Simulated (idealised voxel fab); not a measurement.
The name of this process module is voxel local oxidation.
140 nm wide, 5 nm square cells: that's cross-section cut.
Throughout this document, each cross-section is represented as a grid of square cells and is presented as a sequence of bands enumerated from the top downward, where a band comprises one or more rows of cells.
Quick guide to a band line: top height, bottom height (nm) up front; then every material left to right with its width in nm. Only one material and it's marked "edge to edge"? Then it fills the band edge to edge. And "blank" just means empty space.
Heights are expressed relative to 0, this being the level below which the as-received wafer comprises one material exclusively. The lowest band is unbounded in the downward direction and is denoted as in "0 down".
A width such as "30..40" changes by the same amount from each row of cells to the next, from the band's top row to its bottom row.
It should be understood that the words "everything unchanged", when stated for a given step, signify that the cross-section underwent no change in any of its cells during that step.
Enclosed voids (no open way to top), threshold 8 cells or more, entry "Enclosed void list", notation width x height at distance, distance from left edge, nm.
If you see something after the settings on a step's line, that's the simulator's own remark about that step.
Regarding "overlay nm": on a step with a mask, it is the distance the mask lay to the right of its planned place; a negative value places it to the left.
-- Listed below are the process steps as planned
1,RECEIVE,material Si
2,OXIDIZE,depth nm 5
3,CONFORMAL_DEP,material SiN,thk nm 10
4,PATTERN,tone cover,mask id ACTIVE,material resist,width nm 95,thk nm 15,overlay nm 0
5,DIRECTIONAL_ETCH,etch materials SiN,depth nm 10
6,STRIP,etch materials resist
7,SELECTIVE_ETCH,etch materials SiO2,depth nm 5
8,OXIDIZE,depth nm 10
9,STRIP,etch materials SiN
-- The cross-section here shows the wafer as received, i.e. in its state after step 1
    0 down  Si edge to edge
    Enclosed void list: none
-- Sectioned view, first of two wafers, at the close of the module, processed as intended in the plan
    0 to -5  25 nm blank  85 nm SiO2  30 nm blank
    -5 to -15  35 nm SiO2  65 nm Si  40 nm SiO2
    -15 down  Si edge to edge
    Enclosed void list: none
-- Wafer two cross-section, module end. Start and plan unchanged from wafer one; one mistake made during the run
    0 to -5  30 nm blank  85 nm SiO2  25 nm blank
    -5 to -15  40 nm SiO2  65 nm Si  35 nm SiO2
    -15 down  Si edge to edge
    Enclosed void list: none
Against the plan, the run slipped here: step 4 ran differently from the plan; actual operation with settings: PATTERN,tone cover,mask id ACTIVE,material resist,width nm 95,thk nm 15,overlay nm 5
End check, second vs first wafer: material counts in cells match, positions do not.
